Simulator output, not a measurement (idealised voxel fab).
Proc. module: voxel tone inversion
Displayed cross-section: cut, width of 300 nm, square cells sized 5 nm.
This document writes a cross-section as a grid whose cells are square, and gives it as bands, listed from the top down; one or more rows of cells form a band.
This entry defines a band. It first specifies the height of the band's top and the height of its bottom in nm, and then specifies the band's materials from left to right, stating each material with its width in nm. The word "full width" identifies a single material that fills the band from edge to edge, while the word "empty" identifies empty space.
Height 0 is the level under which the wafer as received is all one material. The lowest band goes on downwards, as in "from 0 down".
Width: "30..40" (first number = top row, second number = bottom row, same change from row to row of cells).
"nothing different", as given for a step, is the statement that not any cell of the cross-section underwent a change during that step.
Listed in "Enclosed void catalog": every empty space of 8 or more cells without an open way to the top. Form: width x height at distance, the distance being from the left edge, all in nm.
Formally, on a step line, whatever follows the settings is a remark that the simulator itself makes on the step.
The "overlay nm" setting may appear on a step's line; for a step that uses a mask, it gives how far to the right of its planned position the mask lay, and a negative value indicates the left.
Everything after this point is organized in pairs: a cross-section before one process step, a cross-section after it that shows only as deep as the lowest changed band, and, under the pair, the intervening step with its settings. Because different runs of this module on the same starting wafer can supply different pairs, a pair continues from the pair above it only if its entry headed "State before step" says so.
STATE BEFORE STEP
> from 0 down  Si full width
> Enclosed void catalog: none
SECTION, POST-STEP
> from 5 to 0  SiCN full width
> All layers under 0 are left as they were.
> Enclosed void catalog: none
In between the cross-sections above, the run called for op CONFORMAL_DEP | material SiCN | thk nm 5
State before step: after-state, pair directly above.
SECTION, POST-STEP
> from 20 to 5  polySi full width
> All layers under 5 are left as they were.
> Enclosed void catalog: none
In between the cross-sections above, the run called for op DIRECTIONAL_DEP | material polySi | thk nm 15
State before step: after-state, pair directly above.
SECTION, POST-STEP
> from 45 to 20  empty=120, resist=20, empty=20, resist=20, empty=120
> All layers under 20 are left as they were.
> Enclosed void catalog: none
In between the cross-sections above, the run called for op PATTERN | tone cover | mask id POSTS | material resist | width nm 20 | pitch nm 40 | thk nm 25 | overlay nm 0
State before step: after-state, pair directly above.
SECTION, POST-STEP
> from 45 to 20  empty=120, resist=20, empty=20, resist=20, empty=120
> from 20 to 5  empty=120, polySi=20, empty=20, polySi=20, empty=120
> All layers under 5 are left as they were.
> Enclosed void catalog: none
In between the cross-sections above, the run called for op DIRECTIONAL_ETCH | etch materials polySi | depth nm 15
State before step: after-state, pair directly above.
SECTION, POST-STEP
> from 20 to 5  empty=120, polySi=20, empty=20, polySi=20, empty=120
> All layers under 5 are left as they were.
> Enclosed void catalog: none
In between the cross-sections above, the run called for op STRIP | etch materials resist
State before step: after-state, pair directly above.
SECTION, POST-STEP
> from 25 to 20  SiO2 full width
> from 20 to 5  SiO2=120, polySi=20, SiO2=20, polySi=20, SiO2=120
> All layers under 5 are left as they were.
> Enclosed void catalog: none
In between the cross-sections above, the run called for op FILL_DEP | material SiO2 | thk nm 5
State before step: after-state, pair directly above.
SECTION, POST-STEP
> from 20 to 5  SiO2=120, polySi=20, SiO2=20, polySi=20, SiO2=120
> All layers under 5 are left as they were.
> Enclosed void catalog: none
In between the cross-sections above, the run called for op CMP | height nm 20
State before step: after-state, pair directly above.
SECTION, POST-STEP
> from 20 to 5  SiO2=120, empty=20, SiO2=20, empty=20, SiO2=120
> All layers under 5 are left as they were.
> Enclosed void catalog: none
In between the cross-sections above, the run called for op STRIP | etch materials polySi
STATE BEFORE STEP
> from 0 down  Si full width
> Enclosed void catalog: none
SECTION, POST-STEP
> from 15 to 0  polySi full width
> All layers under 0 are left as they were.
> Enclosed void catalog: none
In between the cross-sections above, the run called for op DIRECTIONAL_DEP | material polySi | thk nm 15
State before step: after-state, pair directly above.
SECTION, POST-STEP
> from 40 to 15  empty=120, resist=20, empty=20, resist=20, empty=120
> All layers under 15 are left as they were.
> Enclosed void catalog: none
In between the cross-sections above, the run called for op PATTERN | tone cover | mask id POSTS | material resist | width nm 20 | pitch nm 40 | thk nm 25 | overlay nm 0
State before step: after-state, pair directly above.
SECTION, POST-STEP
> from 40 to 15  empty=120, resist=20, empty=20, resist=20, empty=120
> from 15 to 0  empty=120, polySi=20, empty=20, polySi=20, empty=120
> All layers under 0 are left as they were.
> Enclosed void catalog: none
In between the cross-sections above, the run called for op DIRECTIONAL_ETCH | etch materials polySi | depth nm 15
State before step: after-state, pair directly above.
SECTION, POST-STEP
> from 15 to 0  empty=120, polySi=20, empty=20, polySi=20, empty=120
> All layers under 0 are left as they were.
> Enclosed void catalog: none
In between the cross-sections above, the run called for op STRIP | etch materials resist
State before step: after-state, pair directly above.
SECTION, POST-STEP
> from 20 to 15  SiO2 full width
> from 15 to 0  SiO2=120, polySi=20, SiO2=20, polySi=20, SiO2=120
> All layers under 0 are left as they were.
> Enclosed void catalog: none
In between the cross-sections above, the run called for op FILL_DEP | material SiO2 | thk nm 5
STATE BEFORE STEP
> from 25 to 20  SiO2 full width
> from 20 to 5  SiO2=120, polySi=20, SiO2=20, polySi=20, SiO2=120
> from 5 to 0  SiCN full width
> from 0 down  Si full width
> Enclosed void catalog: none
SECTION, POST-STEP
> from 30 to 20  SiO2 full width
> All layers under 20 are left as they were.
> Enclosed void catalog: none
In between the cross-sections above, the run called for op FILL_DEP | material SiO2 | thk nm 5
State before step: after-state, pair directly above.
SECTION, POST-STEP
> from 20 to 5  SiO2=120, polySi=20, SiO2=20, polySi=20, SiO2=120
> All layers under 5 are left as they were.
> Enclosed void catalog: none
In between the cross-sections above, the run called for op CMP | height nm 20
STATE BEFORE STEP
> from 15 to 0  polySi full width
> from 0 down  Si full width
> Enclosed void catalog: none
SECTION, POST-STEP
> from 20 to 15  SiCN full width
> All layers under 15 are left as they were.
> Enclosed void catalog: none
In between the cross-sections above, the run called for op CONFORMAL_DEP | material SiCN | thk nm 5
State before step: after-state, pair directly above.
SECTION, POST-STEP
> from 45 to 20  empty=120, resist=20, empty=20, resist=20, empty=120
> All layers under 20 are left as they were.
> Enclosed void catalog: none
In between the cross-sections above, the run called for op PATTERN | tone cover | mask id POSTS | material resist | width nm 20 | pitch nm 40 | thk nm 25 | overlay nm 0
State before step: after-state, pair directly above.
SECTION, POST-STEP
> from 20 to 15  SiCN full width
> All layers under 15 are left as they were.
> Enclosed void catalog: none
In between the cross-sections above, the run called for op STRIP | etch materials resist
State before step: after-state, pair directly above.
SECTION, POST-STEP
> from 25 to 20  SiO2 full width
> All layers under 20 are left as they were.
> Enclosed void catalog: none
In between the cross-sections above, the run called for op FILL_DEP | material SiO2 | thk nm 5
State before step: after-state, pair directly above.
SECTION, POST-STEP
> from 20 to 15  SiCN full width
> All layers under 15 are left as they were.
> Enclosed void catalog: none
In between the cross-sections above, the run called for op CMP | height nm 20
STATE BEFORE STEP
> from 25 to 20  SiO2 full width
> from 20 to 5  SiO2=120, polySi=20, SiO2=20, polySi=20, SiO2=120
> from 5 to 0  SiCN full width
> from 0 down  Si full width
> Enclosed void catalog: none
SECTION, POST-STEP
> from 10 to 5  SiO2=120, polySi=20, SiO2=20, polySi=20, SiO2=120
> All layers under 5 are left as they were.
> Enclosed void catalog: none
In between the cross-sections above, the run called for op CMP | height nm 10
State before step: after-state, pair directly above.
SECTION, POST-STEP
> from 10 to 5  SiO2=120, empty=20, SiO2=20, empty=20, SiO2=120
> All layers under 5 are left as they were.
> Enclosed void catalog: none
In between the cross-sections above, the run called for op STRIP | etch materials polySi
STATE BEFORE STEP
> from 20 to 5  polySi full width
> from 5 to 0  SiCN full width
> from 0 down  Si full width
> Enclosed void catalog: none
SECTION, POST-STEP
> from 45 to 20  empty=120, resist=25, empty=15, resist=25, empty=115
> All layers under 20 are left as they were.
> Enclosed void catalog: none
In between the cross-sections above, the run called for op PATTERN | tone cover | mask id POSTS | material resist | width nm 25 | pitch nm 40 | thk nm 25 | overlay nm 0
State before step: after-state, pair directly above.
SECTION, POST-STEP
> from 45 to 20  empty=120, resist=25, empty=15, resist=25, empty=115
> from 20 to 5  empty=120, polySi=25, empty=15, polySi=25, empty=115
> All layers under 5 are left as they were.
> Enclosed void catalog: none
In between the cross-sections above, the run called for op DIRECTIONAL_ETCH | etch materials polySi | depth nm 15
State before step: after-state, pair directly above.
SECTION, POST-STEP
> from 20 to 5  empty=120, polySi=25, empty=15, polySi=25, empty=115
> All layers under 5 are left as they were.
> Enclosed void catalog: none
In between the cross-sections above, the run called for op STRIP | etch materials resist
State before step: after-state, pair directly above.
SECTION, POST-STEP
> from 25 to 20  SiO2 full width
> from 20 to 5  SiO2=120, polySi=25, SiO2=15, polySi=25, SiO2=115
> All layers under 5 are left as they were.
> Enclosed void catalog: none
In between the cross-sections above, the run called for op FILL_DEP | material SiO2 | thk nm 5
State before step: after-state, pair directly above.
SECTION, POST-STEP
> from 20 to 5  SiO2=120, polySi=25, SiO2=15, polySi=25, SiO2=115
> All layers under 5 are left as they were.
> Enclosed void catalog: none
In between the cross-sections above, the run called for op CMP | height nm 20
State before step: after-state, pair directly above.
SECTION, POST-STEP
> from 20 to 5  SiO2=120, empty=25, SiO2=15, empty=25, SiO2=115
> All layers under 5 are left as they were.
> Enclosed void catalog: none
In between the cross-sections above, the run called for op STRIP | etch materials polySi
STATE BEFORE STEP
> from 20 to 5  polySi full width
> from 5 to 0  SiCN full width
> from 0 down  Si full width
> Enclosed void catalog: none
SECTION, POST-STEP
> from 45 to 20  empty=125, resist=20, empty=20, resist=20, empty=115
> All layers under 20 are left as they were.
> Enclosed void catalog: none
In between the cross-sections above, the run called for op PATTERN | tone cover | mask id POSTS | material resist | width nm 20 | pitch nm 40 | thk nm 25 | overlay nm 5
State before step: after-state, pair directly above.
SECTION, POST-STEP
> from 45 to 20  empty=125, resist=20, empty=20, resist=20, empty=115
> from 20 to 5  empty=125, polySi=20, empty=20, polySi=20, empty=115
> All layers under 5 are left as they were.
> Enclosed void catalog: none
In between the cross-sections above, the run called for op DIRECTIONAL_ETCH | etch materials polySi | depth nm 15
State before step: after-state, pair directly above.
SECTION, POST-STEP
> from 20 to 5  empty=125, polySi=20, empty=20, polySi=20, empty=115
> All layers under 5 are left as they were.
> Enclosed void catalog: none
In between the cross-sections above, the run called for op STRIP | etch materials resist
State before step: after-state, pair directly above.
SECTION, POST-STEP
> from 25 to 20  SiO2 full width
> from 20 to 5  SiO2=125, polySi=20, SiO2=20, polySi=20, SiO2=115
> All layers under 5 are left as they were.
> Enclosed void catalog: none
In between the cross-sections above, the run called for op FILL_DEP | material SiO2 | thk nm 5
State before step: after-state, pair directly above.
SECTION, POST-STEP
> from 20 to 5  SiO2=125, polySi=20, SiO2=20, polySi=20, SiO2=115
> All layers under 5 are left as they were.
> Enclosed void catalog: none
In between the cross-sections above, the run called for op CMP | height nm 20
State before step: after-state, pair directly above.
SECTION, POST-STEP
> from 20 to 5  SiO2=125, empty=20, SiO2=20, empty=20, SiO2=115
> All layers under 5 are left as they were.
> Enclosed void catalog: none
In between the cross-sections above, the run called for op STRIP | etch materials polySi
STATE BEFORE STEP
> from 20 to 5  SiO2=120, polySi=20, SiO2=20, polySi=20, SiO2=120
> from 5 to 0  SiCN full width
> from 0 down  Si full width
> Enclosed void catalog: none
SECTION, POST-STEP
> from 20 to 5  empty=120, polySi=20, empty=20, polySi=20, empty=120
> All layers under 5 are left as they were.
> Enclosed void catalog: none
In between the cross-sections above, the run called for op STRIP | etch materials SiO2
STATE BEFORE STEP
> from 20 to 5  polySi full width
> from 5 to 0  SiCN full width
> from 0 down  Si full width
> Enclosed void catalog: none
SECTION, POST-STEP
> from 45 to 20  resist=120, empty=20, resist=20, empty=20, resist=120
> All layers under 20 are left as they were.
> Enclosed void catalog: none
In between the cross-sections above, the run called for op PATTERN | tone open | mask id POSTS | material resist | width nm 20 | pitch nm 40 | thk nm 25 | overlay nm 0
State before step: after-state, pair directly above.
SECTION, POST-STEP
> from 45 to 20  resist=120, empty=20, resist=20, empty=20, resist=120
> from 20 to 5  polySi=120, empty=20, polySi=20, empty=20, polySi=120
> All layers under 5 are left as they were.
> Enclosed void catalog: none
In between the cross-sections above, the run called for op DIRECTIONAL_ETCH | etch materials polySi | depth nm 15
State before step: after-state, pair directly above.
SECTION, POST-STEP
> from 20 to 5  polySi=120, empty=20, polySi=20, empty=20, polySi=120
> All layers under 5 are left as they were.
> Enclosed void catalog: none
In between the cross-sections above, the run called for op STRIP | etch materials resist
State before step: after-state, pair directly above.
SECTION, POST-STEP
> from 25 to 20  SiO2 full width
> from 20 to 5  polySi=120, SiO2=20, polySi=20, SiO2=20, polySi=120
> All layers under 5 are left as they were.
> Enclosed void catalog: none
In between the cross-sections above, the run called for op FILL_DEP | material SiO2 | thk nm 5
State before step: after-state, pair directly above.
SECTION, POST-STEP
> from 20 to 5  polySi=120, SiO2=20, polySi=20, SiO2=20, polySi=120
> All layers under 5 are left as they were.
> Enclosed void catalog: none
In between the cross-sections above, the run called for op CMP | height nm 20
State before step: after-state, pair directly above.
SECTION, POST-STEP
> from 20 to 5  empty=120, SiO2=20, empty=20, SiO2=20, empty=120
> All layers under 5 are left as they were.
> Enclosed void catalog: none
In between the cross-sections above, the run called for op STRIP | etch materials polySi
